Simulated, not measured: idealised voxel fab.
The process module presented herein is designated voxel capacitor over wiring.
The figure presents cross-section cut, which has a width of 225 nm and is divided into square cells with an edge length of 5 nm.
In what follows, cross-sections appear as grids of square cells, described through bands that run from the top down, where every band is one or more rows of cells. Band: top and bottom heights (nm) first, top before bottom; then materials from left to right, widths in nm. "full width" marks a sole material filling the band edge to edge. "empty" denotes empty space. Beneath 0, the wafer as received is one material, and that level is where height counting begins. The lowest band goes on downward without a bottom; it is written like "0 -> down". The width entry "30..40" should be interpreted row by row: the top row of cells in the band takes the first number, the bottom row takes the second number, and the change between adjacent rows is uniform throughout. Where the words "nothing different" appear for a step, the cross-section shows no cell changed by that step; every cell remained as before. Heads up: "Fully sealed cavities" only lists the empty pockets with no open path to the top that are 8 cells or more, and it writes them as width x height at distance, distance from the left edge, in nm. Post-settings text on a step line: simulator's own remark regarding the step. A step's line can hold "overlay nm"; with a mask on that step, the setting says how far right of the planned place the mask lay, while a negative setting says it lay to the left. So the way this works: pairs, before and after one process step. The after picture only goes down to the lowest band that actually changed, nothing below. Step and its settings are under each pair. And watch out, pairs might come from different runs of this module, same starting wafer though, so a pair only follows on from the one above if its "Before-step section" entry tells you so.
Before-step section:
- 0 -> down  Si full width
- Fully sealed cavities: none
Post-Step Appearance:
- 15 -> 0  SiO2 full width
- Rest of section, below 0: as before.
- Fully sealed cavities: none
Between before and after above, the operation and settings are CONFORMAL_DEP | material SiO2 | thk nm 15
Before-step section: look at the pair above, its after cross-section is where this step starts.
Post-Step Appearance:
- 20 -> 15  TiN full width
- Rest of section, below 15: as before.
- Fully sealed cavities: none
Between before and after above, the operation and settings are DIRECTIONAL_DEP | material TiN | thk nm 5
Before-step section: look at the pair above, its after cross-section is where this step starts.
Post-Step Appearance:
- 45 -> 20  W full width
- Rest of section, below 20: as before.
- Fully sealed cavities: none
Between before and after above, the operation and settings are DIRECTIONAL_DEP | material W | thk nm 25
Before-step section: look at the pair above, its after cross-section is where this step starts.
Post-Step Appearance:
- 45 -> 20  empty (50), W (30), empty (65), W (30), empty (50)
- Rest of section, below 20: as before.
- Fully sealed cavities: none
Between before and after above, the operation and settings are MASKED_ETCH | tone cover | mask id METAL_1 | width nm 30 | pitch nm 95 | etch materials W | depth nm 25 | overlay nm 0
Before-step section: look at the pair above, its after cross-section is where this step starts.
Post-Step Appearance:
- 45 -> 20  empty (50), W (30), empty (65), W (30), empty (50)
- 20 -> 15  empty (50), TiN (30), empty (65), TiN (30), empty (50)
- Rest of section, below 15: as before.
- Fully sealed cavities: none
Between before and after above, the operation and settings are MASKED_ETCH | tone cover | mask id METAL_1 | width nm 30 | pitch nm 95 | etch materials TiN | depth nm 5 | overlay nm 0
Before-step section: look at the pair above, its after cross-section is where this step starts.
Post-Step Appearance:
- 50 -> 45  empty (45), SiN (40), empty (55), SiN (40), empty (45)
- 45 -> 20  empty (45), SiN (5), W (30), SiN (5), empty (55), SiN (5), W (30), SiN (5), empty (45)
- 20 -> 15  SiN (50), TiN (30), SiN (65), TiN (30), SiN (50)
- Rest of section, below 15: as before.
- Fully sealed cavities: none
Between before and after above, the operation and settings are CONFORMAL_DEP | material SiN | thk nm 5
Before-step section: look at the pair above, its after cross-section is where this step starts.
Post-Step Appearance:
- 60 -> 50  SiO2 full width
- 50 -> 45  SiO2 (45), SiN (40), SiO2 (55), SiN (40), SiO2 (45)
- 45 -> 20  SiO2 (45), SiN (5), W (30), SiN (5), SiO2 (55), SiN (5), W (30), SiN (5), SiO2 (45)
- Rest of section, below 20: as before.
- Fully sealed cavities: none
Between before and after above, the operation and settings are FILL_DEP | material SiO2 | thk nm 10
Before-step section: look at the pair above, its after cross-section is where this step starts.
Post-Step Appearance:
- 45 -> 20  SiO2 (45), SiN (5), W (30), SiN (5), SiO2 (55), SiN (5), W (30), SiN (5), SiO2 (45)
- Rest of section, below 20: as before.
- Fully sealed cavities: none
Between before and after above, the operation and settings are CMP | height nm 45
Before-step section: look at the pair above, its after cross-section is where this step starts.
Post-Step Appearance:
- 50 -> 45  SiCN full width
- Rest of section, below 45: as before.
- Fully sealed cavities: none
Between before and after above, the operation and settings are CONFORMAL_DEP | material SiCN | thk nm 5
Before-step section: look at the pair above, its after cross-section is where this step starts.
Post-Step Appearance:
- 70 -> 50  lowk full width
- Rest of section, below 50: as before.
- Fully sealed cavities: none
Between before and after above, the operation and settings are DIRECTIONAL_DEP | material lowk | thk nm 20
Before-step section: look at the pair above, its after cross-section is where this step starts.
Post-Step Appearance:
- 85 -> 70  aC full width
- Rest of section, below 70: as before.
- Fully sealed cavities: none
Between before and after above, the operation and settings are DIRECTIONAL_DEP | material aC | thk nm 15
Before-step section: look at the pair above, its after cross-section is where this step starts.
Post-Step Appearance:
- 115 -> 85  resist (65), empty (15), resist (145)
- Rest of section, below 85: as before.
- Fully sealed cavities: none
Between before and after above, the operation and settings are PATTERN | tone open | mask id PLUG_1 | material resist | width nm 15 | thk nm 30 | overlay nm 0
Before-step section: look at the pair above, its after cross-section is where this step starts.
Post-Step Appearance:
- 100 -> 85  resist (65), empty (15), resist (145)
- 85 -> 70  aC (65), empty (15), aC (145)
- Rest of section, below 70: as before.
- Fully sealed cavities: none
Between before and after above, the operation and settings are DIRECTIONAL_ETCH | etch materials aC | depth nm 15
Before-step section: look at the pair above, its after cross-section is where this step starts.
Post-Step Appearance:
- 85 -> 70  aC (65), empty (15), aC (145)
- Rest of section, below 70: as before.
- Fully sealed cavities: none
Between before and after above, the operation and settings are STRIP | etch materials resist
Before-step section: look at the pair above, its after cross-section is where this step starts.
Post-Step Appearance:
- 85 -> 70  aC (65), empty (15), aC (145)
- 70 -> 50  lowk (65), empty (15), lowk (145)
- Rest of section, below 50: as before.
- Fully sealed cavities: none
Between before and after above, the operation and settings are DIRECTIONAL_ETCH | etch materials lowk | depth nm 20
Before-step section: look at the pair above, its after cross-section is where this step starts.
Post-Step Appearance:
- 85 -> 70  aC (65), empty (15), aC (145)
- 70 -> 50  lowk (65), empty (15), lowk (145)
- 50 -> 45  SiCN (65), empty (15), SiCN (145)
- Rest of section, below 45: as before.
- Fully sealed cavities: none
Between before and after above, the operation and settings are DIRECTIONAL_ETCH | etch materials SiCN | depth nm 5
Before-step section: look at the pair above, its after cross-section is where this step starts.
Post-Step Appearance:
- 70 -> 50  lowk (65), empty (15), lowk (145)
- Rest of section, below 50: as before.
- Fully sealed cavities: none
Between before and after above, the operation and settings are STRIP | etch materials aC
Before-step section: look at the pair above, its after cross-section is where this step starts.
Post-Step Appearance:
- 70 -> 55  lowk (65), empty (15), lowk (145)
- 55 -> 50  lowk (65), Ru (15), lowk (145)
- 50 -> 45  SiCN (65), Ru (15), SiCN (145)
- Rest of section, below 45: as before.
- Fully sealed cavities: none
Between before and after above, the operation and settings are EPI | material Ru | thk nm 10
Before-step section: look at the pair above, its after cross-section is where this step starts.
Post-Step Appearance:
- 70 -> 65  lowk (65), empty (15), lowk (145)
- 65 -> 50  lowk (65), Ru (15), lowk (145)
- Rest of section, below 50: as before.
- Fully sealed cavities: none
Between before and after above, the operation and settings are EPI | material Ru | thk nm 10
Before-step section: look at the pair above, its after cross-section is where this step starts.
Post-Step Appearance:
- 70 -> 50  lowk (65), Ru (15), lowk (145)
- Rest of section, below 50: as before.
- Fully sealed cavities: none
Between before and after above, the operation and settings are EPI | material Ru | thk nm 5
Before-step section: look at the pair above, its after cross-section is where this step starts.
Post-Step Appearance:
- 80 -> 70  TiN full width
- Rest of section, below 70: as before.
- Fully sealed cavities: none
Between before and after above, the operation and settings are DIRECTIONAL_DEP | material TiN | thk nm 10
Before-step section: look at the pair above, its after cross-section is where this step starts.
Post-Step Appearance:
- 85 -> 80  SiN full width
- Rest of section, below 80: as before.
- Fully sealed cavities: none
Between before and after above, the operation and settings are DIRECTIONAL_DEP | material SiN | thk nm 5
Before-step section: look at the pair above, its after cross-section is where this step starts.
Post-Step Appearance:
- 95 -> 85  TiN full width
- Rest of section, below 85: as before.
- Fully sealed cavities: none
Between before and after above, the operation and settings are DIRECTIONAL_DEP | material TiN | thk nm 10
Before-step section: look at the pair above, its after cross-section is where this step starts.
Post-Step Appearance:
- 110 -> 95  aC full width
- Rest of section, below 95: as before.
- Fully sealed cavities: none
Between before and after above, the operation and settings are DIRECTIONAL_DEP | material aC | thk nm 15
Before-step section: look at the pair above, its after cross-section is where this step starts.
Post-Step Appearance:
- 145 -> 110  empty (65), resist (70), empty (90)
- Rest of section, below 110: as before.
- Fully sealed cavities: none
Between before and after above, the operation and settings are PATTERN | tone cover | mask id UPPER_PLATE | material resist | width nm 70 | thk nm 35 | overlay nm 0
Before-step section: look at the pair above, its after cross-section is where this step starts.
Post-Step Appearance:
- 130 -> 110  empty (65), resist (70), empty (90)
- 110 -> 95  empty (65), aC (70), empty (90)
- Rest of section, below 95: as before.
- Fully sealed cavities: none
Between before and after above, the operation and settings are DIRECTIONAL_ETCH | etch materials aC | depth nm 15
Before-step section: look at the pair above, its after cross-section is where this step starts.
Post-Step Appearance:
- 110 -> 95  empty (65), aC (70), empty (90)
- Rest of section, below 95: as before.
- Fully sealed cavities: none
Between before and after above, the operation and settings are STRIP | etch materials resist
Before-step section: look at the pair above, its after cross-section is where this step starts.
Post-Step Appearance:
- 110 -> 95  empty (65), aC (70), empty (90)
- 95 -> 85  empty (65), TiN (70), empty (90)
- Rest of section, below 85: as before.
- Fully sealed cavities: none
Between before and after above, the operation and settings are DIRECTIONAL_ETCH | etch materials TiN | depth nm 10
Before-step section: look at the pair above, its after cross-section is where this step starts.
Post-Step Appearance:
- 110 -> 95  empty (65), aC (70), empty (90)
- 95 -> 85  empty (65), TiN (70), empty (90)
- 85 -> 80  empty (65), SiN (70), empty (90)
- Rest of section, below 80: as before.
- Fully sealed cavities: none
Between before and after above, the operation and settings are DIRECTIONAL_ETCH | etch materials SiN | depth nm 5
Before-step section: look at the pair above, its after cross-section is where this step starts.
Post-Step Appearance:
- 95 -> 85  empty (65), TiN (70), empty (90)
- Rest of section, below 85: as before.
- Fully sealed cavities: none
Between before and after above, the operation and settings are STRIP | etch materials aC
Before-step section: look at the pair above, its after cross-section is where this step starts.
Post-Step Appearance:
- 105 -> 95  empty (65), aC (70), empty (90)
- 95 -> 90  empty (65), TiN (70), empty (90)
- 90 -> 85  aC (65), TiN (70), aC (90)
- 85 -> 80  aC (65), SiN (70), aC (90)
- Rest of section, below 80: as before.
- Fully sealed cavities: none
Between before and after above, the operation and settings are DIRECTIONAL_DEP | material aC | thk nm 10
Before-step section: look at the pair above, its after cross-section is where this step starts.
Post-Step Appearance:
- 130 -> 105  empty (60), resist (80), empty (85)
- 105 -> 95  empty (60), resist (5), aC (70), resist (5), empty (85)
- 95 -> 90  empty (60), resist (5), TiN (70), resist (5), empty (85)
- Rest of section, below 90: as before.
- Fully sealed cavities: none
Between before and after above, the operation and settings are PATTERN | tone cover | mask id LOWER_PLATE | material resist | width nm 80 | thk nm 25 | overlay nm 0
Before-step section: look at the pair above, its after cross-section is where this step starts.
Post-Step Appearance:
- 120 -> 105  empty (60), resist (80), empty (85)
- 105 -> 95  empty (60), resist (5), aC (70), resist (5), empty (85)
- 95 -> 90  empty (60), resist (5), TiN (70), resist (5), empty (85)
- 90 -> 85  empty (60), aC (5), TiN (70), aC (5), empty (85)
- 85 -> 80  empty (60), aC (5), SiN (70), aC (5), empty (85)
- Rest of section, below 80: as before.
- Fully sealed cavities: none
Between before and after above, the operation and settings are DIRECTIONAL_ETCH | etch materials aC | depth nm 10
Before-step section: look at the pair above, its after cross-section is where this step starts.
Post-Step Appearance:
- 105 -> 95  empty (65), aC (70), empty (90)
- 95 -> 90  empty (65), TiN (70), empty (90)
- Rest of section, below 90: as before.
- Fully sealed cavities: none
Between before and after above, the operation and settings are STRIP | etch materials resist
Before-step section: look at the pair above, its after cross-section is where this step starts.
Post-Step Appearance:
- 105 -> 95  empty (65), aC (70), empty (90)
- 95 -> 90  empty (65), TiN (70), empty (90)
- 90 -> 85  empty (60), aC (5), TiN (70), aC (5), empty (85)
- 85 -> 80  empty (60), aC (5), SiN (70), aC (5), empty (85)
- 80 -> 70  empty (60), TiN (80), empty (85)
- Rest of section, below 70: as before.
- Fully sealed cavities: none
Between before and after above, the operation and settings are DIRECTIONAL_ETCH | etch materials TiN | depth nm 10
Before-step section: look at the pair above, its after cross-section is where this step starts.
Post-Step Appearance:
- 95 -> 85  empty (65), TiN (70), empty (90)
- 85 -> 80  empty (65), SiN (70), empty (90)
- Rest of section, below 80: as before.
- Fully sealed cavities: none
Between before and after above, the operation and settings are STRIP | etch materials aC
Before-step section: look at the pair above, its after cross-section is where this step starts.
Post-Step Appearance:
- 115 -> 95  SiO2 full width
- 95 -> 85  SiO2 (65), TiN (70), SiO2 (90)
- 85 -> 80  SiO2 (65), SiN (70), SiO2 (90)
- 80 -> 70  SiO2 (60), TiN (80), SiO2 (85)
- Rest of section, below 70: as before.
- Fully sealed cavities: none
Between before and after above, the operation and settings are FILL_DEP | material SiO2 | thk nm 20
Before-step section: look at the pair above, its after cross-section is where this step starts.
Post-Step Appearance:
- 110 -> 95  SiO2 full width
- Rest of section, below 95: as before.
- Fully sealed cavities: none
Between before and after above, the operation and settings are CMP | height nm 110
Before-step section: look at the pair above, its after cross-section is where this step starts.
Post-Step Appearance:
- 125 -> 110  aC full width
- Rest of section, below 110: as before.
- Fully sealed cavities: none
Between before and after above, the operation and settings are DIRECTIONAL_DEP | material aC | thk nm 15
Before-step section: look at the pair above, its after cross-section is where this step starts.
Post-Step Appearance:
- 160 -> 125  resist (75), empty (15), resist (135)
- Rest of section, below 125: as before.
- Fully sealed cavities: none
Between before and after above, the operation and settings are PATTERN | tone open | mask id PLUG_2 | material resist | width nm 15 | thk nm 35 | overlay nm 0
Before-step section: look at the pair above, its after cross-section is where this step starts.
Post-Step Appearance:
- 145 -> 125  resist (75), empty (15), resist (135)
- 125 -> 110  aC (75), empty (15), aC (135)
- Rest of section, below 110: as before.
- Fully sealed cavities: none
Between before and after above, the operation and settings are DIRECTIONAL_ETCH | etch materials aC | depth nm 15
Before-step section: look at the pair above, its after cross-section is where this step starts.
Post-Step Appearance:
- 125 -> 110  aC (75), empty (15), aC (135)
- Rest of section, below 110: as before.
- Fully sealed cavities: none
Between before and after above, the operation and settings are STRIP | etch materials resist
Before-step section: look at the pair above, its after cross-section is where this step starts.
Post-Step Appearance:
- 125 -> 110  aC (75), empty (15), aC (135)
- 110 -> 95  SiO2 (75), empty (15), SiO2 (135)
- Rest of section, below 95: as before.
- Fully sealed cavities: none
Between before and after above, the operation and settings are DIRECTIONAL_ETCH | etch materials SiO2 | depth nm 15
Before-step section: look at the pair above, its after cross-section is where this step starts.
Post-Step Appearance:
- 110 -> 95  SiO2 (75), empty (15), SiO2 (135)
- Rest of section, below 95: as before.
- Fully sealed cavities: none
Between before and after above, the operation and settings are STRIP | etch materials aC
Before-step section: look at the pair above, its after cross-section is where this step starts.
Post-Step Appearance:
- 115 -> 110  TiN (80), empty (5), TiN (140)
- 110 -> 100  SiO2 (75), TiN (5), empty (5), TiN (5), SiO2 (135)
- 100 -> 95  SiO2 (75), TiN (15), SiO2 (135)
- Rest of section, below 95: as before.
- Fully sealed cavities: none
Between before and after above, the operation and settings are CONFORMAL_DEP | material TiN | thk nm 5
Before-step section: look at the pair above, its after cross-section is where this step starts.
Post-Step Appearance:
- 125 -> 115  Ru full width
- 115 -> 110  TiN (80), Ru (5), TiN (140)
- 110 -> 100  SiO2 (75), TiN (5), Ru (5), TiN (5), SiO2 (135)
- Rest of section, below 100: as before.
- Fully sealed cavities: none
Between before and after above, the operation and settings are FILL_DEP | material Ru | thk nm 10
Before-step section: look at the pair above, its after cross-section is where this step starts.
Post-Step Appearance:
- 110 -> 100  SiO2 (75), TiN (5), Ru (5), TiN (5), SiO2 (135)
- Rest of section, below 100: as before.
- Fully sealed cavities: none
Between before and after above, the operation and settings are CMP | height nm 110
Before-step section: look at the pair above, its after cross-section is where this step starts.
Post-Step Appearance:
- 115 -> 110  SiCN full width
- Rest of section, below 110: as before.
- Fully sealed cavities: none
Between before and after above, the operation and settings are CONFORMAL_DEP | material SiCN | thk nm 5
Before-step section:
- 80 -> 70  TiN full width
- 70 -> 50  lowk (65), Ru (15), lowk (145)
- 50 -> 45  SiCN (65), Ru (15), SiCN (145)
- 45 -> 20  SiO2 (45), SiN (5), W (30), SiN (5), SiO2 (55), SiN (5), W (30), SiN (5), SiO2 (45)
- 20 -> 15  SiN (50), TiN (30), SiN (65), TiN (30), SiN (50)
- 15 -> 0  SiO2 full width
- 0 -> down  Si full width
- Fully sealed cavities: none
Post-Step Appearance:
- 90 -> 70  TiN full width
- Rest of section, below 70: as before.
- Fully sealed cavities: none
Between before and after above, the operation and settings are DIRECTIONAL_DEP | material TiN | thk nm 10
Before-step section: look at the pair above, its after cross-section is where this step starts.
Post-Step Appearance:
- 105 -> 90  aC full width
- Rest of section, below 90: as before.
- Fully sealed cavities: none
Between before and after above, the operation and settings are DIRECTIONAL_DEP | material aC | thk nm 15
Before-step section: look at the pair above, its after cross-section is where this step starts.
Post-Step Appearance:
- 140 -> 105  empty (65), resist (70), empty (90)
- Rest of section, below 105: as before.
- Fully sealed cavities: none
Between before and after above, the operation and settings are PATTERN | tone cover | mask id UPPER_PLATE | material resist | width nm 70 | thk nm 35 | overlay nm 0
Before-step section: look at the pair above, its after cross-section is where this step starts.
Post-Step Appearance:
- 125 -> 105  empty (65), resist (70), empty (90)
- 105 -> 90  empty (65), aC (70), empty (90)
- Rest of section, below 90: as before.
- Fully sealed cavities: none
Between before and after above, the operation and settings are DIRECTIONAL_ETCH | etch materials aC | depth nm 15
Before-step section: look at the pair above, its after cross-section is where this step starts.
Post-Step Appearance:
- 105 -> 90  empty (65), aC (70), empty (90)
- Rest of section, below 90: as before.
- Fully sealed cavities: none
Between before and after above, the operation and settings are STRIP | etch materials resist
Before-step section: look at the pair above, its after cross-section is where this step starts.
Post-Step Appearance:
- 105 -> 90  empty (65), aC (70), empty (90)
- 90 -> 80  empty (65), TiN (70), empty (90)
- Rest of section, below 80: as before.
- Fully sealed cavities: none
Between before and after above, the operation and settings are DIRECTIONAL_ETCH | etch materials TiN | depth nm 10
Before-step section: look at the pair above, its after cross-section is where this step starts.
Post-Step Appearance:
- 90 -> 80  empty (65), TiN (70), empty (90)
- Rest of section, below 80: as before.
- Fully sealed cavities: none
Between before and after above, the operation and settings are STRIP | etch materials aC
Before-step section: look at the pair above, its after cross-section is where this step starts.
Post-Step Appearance:
- 100 -> 90  empty (65), aC (70), empty (90)
- 90 -> 80  aC (65), TiN (70), aC (90)
- Rest of section, below 80: as before.
- Fully sealed cavities: none
Between before and after above, the operation and settings are DIRECTIONAL_DEP | material aC | thk nm 10
Before-step section: look at the pair above, its after cross-section is where this step starts.
Post-Step Appearance:
- 125 -> 100  empty (60), resist (80), empty (85)
- 100 -> 90  empty (60), resist (5), aC (70), resist (5), empty (85)
- Rest of section, below 90: as before.
- Fully sealed cavities: none
Between before and after above, the operation and settings are PATTERN | tone cover | mask id LOWER_PLATE | material resist | width nm 80 | thk nm 25 | overlay nm 0
Before-step section: look at the pair above, its after cross-section is where this step starts.
Post-Step Appearance:
- 115 -> 100  empty (60), resist (80), empty (85)
- 100 -> 90  empty (60), resist (5), aC (70), resist (5), empty (85)
- 90 -> 80  empty (60), aC (5), TiN (70), aC (5), empty (85)
- Rest of section, below 80: as before.
- Fully sealed cavities: none
Between before and after above, the operation and settings are DIRECTIONAL_ETCH | etch materials aC | depth nm 10
Before-step section: look at the pair above, its after cross-section is where this step starts.
Post-Step Appearance:
- 100 -> 90  empty (65), aC (70), empty (90)
- Rest of section, below 90: as before.
- Fully sealed cavities: none
Between before and after above, the operation and settings are STRIP | etch materials resist
Before-step section: look at the pair above, its after cross-section is where this step starts.
Post-Step Appearance:
- 100 -> 90  empty (65), aC (70), empty (90)
- 90 -> 80  empty (60), aC (5), TiN (70), aC (5), empty (85)
- 80 -> 70  empty (60), TiN (80), empty (85)
- Rest of section, below 70: as before.
- Fully sealed cavities: none
Between before and after above, the operation and settings are DIRECTIONAL_ETCH | etch materials TiN | depth nm 10
Before-step section: look at the pair above, its after cross-section is where this step starts.
Post-Step Appearance:
- 90 -> 80  empty (65), TiN (70), empty (90)
- Rest of section, below 80: as before.
- Fully sealed cavities: none
Between before and after above, the operation and settings are STRIP | etch materials aC
Before-step section: look at the pair above, its after cross-section is where this step starts.
Post-Step Appearance:
- 110 -> 90  SiO2 full width
- 90 -> 80  SiO2 (65), TiN (70), SiO2 (90)
- 80 -> 70  SiO2 (60), TiN (80), SiO2 (85)
- Rest of section, below 70: as before.
- Fully sealed cavities: none
Between before and after above, the operation and settings are FILL_DEP | material SiO2 | thk nm 20
Before-step section: look at the pair above, its after cross-section is where this step starts.
Post-Step Appearance:
- 125 -> 110  aC full width
- Rest of section, below 110: as before.
- Fully sealed cavities: none
Between before and after above, the operation and settings are DIRECTIONAL_DEP | material aC | thk nm 15
Before-step section: look at the pair above, its after cross-section is where this step starts.
Post-Step Appearance:
- 160 -> 125  resist (75), empty (15), resist (135)
- Rest of section, below 125: as before.
- Fully sealed cavities: none
Between before and after above, the operation and settings are PATTERN | tone open | mask id PLUG_2 | material resist | width nm 15 | thk nm 35 | overlay nm 0
Before-step section: look at the pair above, its after cross-section is where this step starts.
Post-Step Appearance:
- 145 -> 125  resist (75), empty (15), resist (135)
- 125 -> 110  aC (75), empty (15), aC (135)
- Rest of section, below 110: as before.
- Fully sealed cavities: none
Between before and after above, the operation and settings are DIRECTIONAL_ETCH | etch materials aC | depth nm 15
Before-step section: look at the pair above, its after cross-section is where this step starts.
Post-Step Appearance:
- 125 -> 110  aC (75), empty (15), aC (135)
- Rest of section, below 110: as before.
- Fully sealed cavities: none
Between before and after above, the operation and settings are STRIP | etch materials resist
Before-step section: look at the pair above, its after cross-section is where this step starts.
Post-Step Appearance:
- 125 -> 110  aC (75), empty (15), aC (135)
- 110 -> 95  SiO2 (75), empty (15), SiO2 (135)
- Rest of section, below 95: as before.
- Fully sealed cavities: none
Between before and after above, the operation and settings are DIRECTIONAL_ETCH | etch materials SiO2 | depth nm 15
Before-step section: look at the pair above, its after cross-section is where this step starts.
Post-Step Appearance:
- 110 -> 95  SiO2 (75), empty (15), SiO2 (135)
- Rest of section, below 95: as before.
- Fully sealed cavities: none
Between before and after above, the operation and settings are STRIP | etch materials aC
Before-step section: look at the pair above, its after cross-section is where this step starts.
Post-Step Appearance:
- 115 -> 110  TiN (80), empty (5), TiN (140)
- 110 -> 100  SiO2 (75), TiN (5), empty (5), TiN (5), SiO2 (135)
- 100 -> 95  SiO2 (75), TiN (15), SiO2 (135)
- Rest of section, below 95: as before.
- Fully sealed cavities: none
Between before and after above, the operation and settings are CONFORMAL_DEP | material TiN | thk nm 5
Before-step section: look at the pair above, its after cross-section is where this step starts.
Post-Step Appearance:
- 125 -> 115  Ru full width
- 115 -> 110  TiN (80), Ru (5), TiN (140)
- 110 -> 100  SiO2 (75), TiN (5), Ru (5), TiN (5), SiO2 (135)
- Rest of section, below 100: as before.
- Fully sealed cavities: none
Between before and after above, the operation and settings are FILL_DEP | material Ru | thk nm 10
Before-step section: look at the pair above, its after cross-section is where this step starts.
Post-Step Appearance:
- 110 -> 100  SiO2 (75), TiN (5), Ru (5), TiN (5), SiO2 (135)
- Rest of section, below 100: as before.
- Fully sealed cavities: none
Between before and after above, the operation and settings are CMP | height nm 110
Before-step section: look at the pair above, its after cross-section is where this step starts.
Post-Step Appearance:
- 115 -> 110  SiCN full width
- Rest of section, below 110: as before.
- Fully sealed cavities: none
Between before and after above, the operation and settings are CONFORMAL_DEP | material SiCN | thk nm 5
Before-step section:
- 70 -> 50  lowk full width
- 50 -> 45  SiCN full width
- 45 -> 20  SiO2 (45), SiN (5), W (30), SiN (5), SiO2 (55), SiN (5), W (30), SiN (5), SiO2 (45)
- 20 -> 15  SiN (50), TiN (30), SiN (65), TiN (30), SiN (50)
- 15 -> 0  SiO2 full width
- 0 -> down  Si full width
- Fully sealed cavities: none
Post-Step Appearance:
- 90 -> 50  lowk full width
- Rest of section, below 50: as before.
- Fully sealed cavities: none
Between before and after above, the operation and settings are DIRECTIONAL_DEP | material lowk | thk nm 20
Before-step section: look at the pair above, its after cross-section is where this step starts.
Post-Step Appearance:
- 105 -> 90  aC full width
- Rest of section, below 90: as before.
- Fully sealed cavities: none
Between before and after above, the operation and settings are DIRECTIONAL_DEP | material aC | thk nm 15
Before-step section: look at the pair above, its after cross-section is where this step starts.
Post-Step Appearance:
- 135 -> 105  resist (65), empty (15), resist (145)
- Rest of section, below 105: as before.
- Fully sealed cavities: none
Between before and after above, the operation and settings are PATTERN | tone open | mask id PLUG_1 | material resist | width nm 15 | thk nm 30 | overlay nm 0
Before-step section: look at the pair above, its after cross-section is where this step starts.
Post-Step Appearance:
- 120 -> 105  resist (65), empty (15), resist (145)
- 105 -> 90  aC (65), empty (15), aC (145)
- Rest of section, below 90: as before.
- Fully sealed cavities: none
Between before and after above, the operation and settings are DIRECTIONAL_ETCH | etch materials aC | depth nm 15
Before-step section: look at the pair above, its after cross-section is where this step starts.
Post-Step Appearance:
- 105 -> 90  aC (65), empty (15), aC (145)
- Rest of section, below 90: as before.
- Fully sealed cavities: none
Between before and after above, the operation and settings are STRIP | etch materials resist
Before-step section: look at the pair above, its after cross-section is where this step starts.
Post-Step Appearance:
- 105 -> 90  aC (65), empty (15), aC (145)
- 90 -> 70  lowk (65), empty (15), lowk (145)
- Rest of section, below 70: as before.
- Fully sealed cavities: none
Between before and after above, the operation and settings are DIRECTIONAL_ETCH | etch materials lowk | depth nm 20
Before-step section: look at the pair above, its after cross-section is where this step starts.
Post-Step Appearance:
- 90 -> 70  lowk (65), empty (15), lowk (145)
- Rest of section, below 70: as before.
- Fully sealed cavities: none
Between before and after above, the operation and settings are STRIP | etch materials aC
Before-step section: look at the pair above, its after cross-section is where this step starts.
Post-Step Appearance:
- 100 -> 90  TiN (65), empty (15), TiN (145)
- 90 -> 80  lowk (65), empty (15), lowk (145)
- 80 -> 70  lowk (65), TiN (15), lowk (145)
- Rest of section, below 70: as before.
- Fully sealed cavities: none
Between before and after above, the operation and settings are DIRECTIONAL_DEP | material TiN | thk nm 10
Before-step section: look at the pair above, its after cross-section is where this step starts.
Post-Step Appearance:
- 105 -> 100  SiN (65), empty (15), SiN (145)
- 100 -> 90  TiN (65), empty (15), TiN (145)
- 90 -> 85  lowk (65), empty (15), lowk (145)
- 85 -> 80  lowk (65), SiN (15), lowk (145)
- Rest of section, below 80: as before.
- Fully sealed cavities: none
Between before and after above, the operation and settings are DIRECTIONAL_DEP | material SiN | thk nm 5
Before-step section: look at the pair above, its after cross-section is where this step starts.
Post-Step Appearance:
- 115 -> 105  TiN (65), empty (15), TiN (145)
- 105 -> 100  SiN (65), empty (15), SiN (145)
- 100 -> 95  TiN (65), empty (15), TiN (145)
- 95 -> 90  TiN full width
- 90 -> 85  lowk (65), TiN (15), lowk (145)
- Rest of section, below 85: as before.
- Fully sealed cavities: none
Between before and after above, the operation and settings are DIRECTIONAL_DEP | material TiN | thk nm 10
Before-step section: look at the pair above, its after cross-section is where this step starts.
Post-Step Appearance:
- 130 -> 115  aC (65), empty (15), aC (145)
- 115 -> 110  TiN (65), empty (15), TiN (145)
- 110 -> 105  TiN (65), aC (15), TiN (145)
- 105 -> 100  SiN (65), aC (15), SiN (145)
- 100 -> 95  TiN (65), aC (15), TiN (145)
- Rest of section, below 95: as before.
- Fully sealed cavities: none
Between before and after above, the operation and settings are DIRECTIONAL_DEP | material aC | thk nm 15
Before-step section: look at the pair above, its after cross-section is where this step starts.
Post-Step Appearance:
- 165 -> 130  empty (65), resist (70), empty (90)
- 130 -> 115  aC (65), resist (15), aC (145)
- 115 -> 110  TiN (65), resist (15), TiN (145)
- Rest of section, below 110: as before.
- Fully sealed cavities: none
Between before and after above, the operation and settings are PATTERN | tone cover | mask id UPPER_PLATE | material resist | width nm 70 | thk nm 35 | overlay nm 0
Before-step section: look at the pair above, its after cross-section is where this step starts.
Post-Step Appearance:
- 150 -> 130  empty (65), resist (70), empty (90)
- 130 -> 115  empty (65), resist (15), aC (55), empty (90)
- Rest of section, below 115: as before.
- Fully sealed cavities: none
Between before and after above, the operation and settings are DIRECTIONAL_ETCH | etch materials aC | depth nm 15
Before-step section: look at the pair above, its after cross-section is where this step starts.
Post-Step Appearance:
- 130 -> 115  empty (80), aC (55), empty (90)
- 115 -> 110  TiN (65), empty (15), TiN (145)
- Rest of section, below 110: as before.
- Fully sealed cavities: none
Between before and after above, the operation and settings are STRIP | etch materials resist
Before-step section: look at the pair above, its after cross-section is where this step starts.
Post-Step Appearance:
- 130 -> 115  empty (80), aC (55), empty (90)
- 115 -> 110  empty (80), TiN (55), empty (90)
- 110 -> 105  empty (65), aC (15), TiN (55), empty (90)
- Rest of section, below 105: as before.
- Fully sealed cavities: none
Between before and after above, the operation and settings are DIRECTIONAL_ETCH | etch materials TiN | depth nm 10
Before-step section: look at the pair above, its after cross-section is where this step starts.
Post-Step Appearance:
- 130 -> 115  empty (80), aC (55), empty (90)
- 115 -> 110  empty (80), TiN (55), empty (90)
- 110 -> 105  empty (65), aC (15), TiN (55), empty (90)
- 105 -> 100  empty (65), aC (15), SiN (55), empty (90)
- Rest of section, below 100: as before.
- Fully sealed cavities: none
Between before and after above, the operation and settings are DIRECTIONAL_ETCH | etch materials SiN | depth nm 5
Before-step section: look at the pair above, its after cross-section is where this step starts.
Post-Step Appearance:
- 115 -> 105  empty (80), TiN (55), empty (90)
- 105 -> 100  empty (80), SiN (55), empty (90)
- 100 -> 95  TiN (65), empty (15), TiN (145)
- Rest of section, below 95: as before.
- Fully sealed cavities: none
Between before and after above, the operation and settings are STRIP | etch materials aC
Before-step section: look at the pair above, its after cross-section is where this step starts.
Post-Step Appearance:
- 125 -> 115  empty (80), aC (55), empty (90)
- 115 -> 110  empty (80), TiN (55), empty (90)
- 110 -> 105  aC (65), empty (15), TiN (55), aC (90)
- 105 -> 100  aC (80), SiN (55), aC (90)
- 100 -> 95  TiN (65), aC (15), TiN (145)
- Rest of section, below 95: as before.
- Fully sealed cavities: none
Between before and after above, the operation and settings are DIRECTIONAL_DEP | material aC | thk nm 10
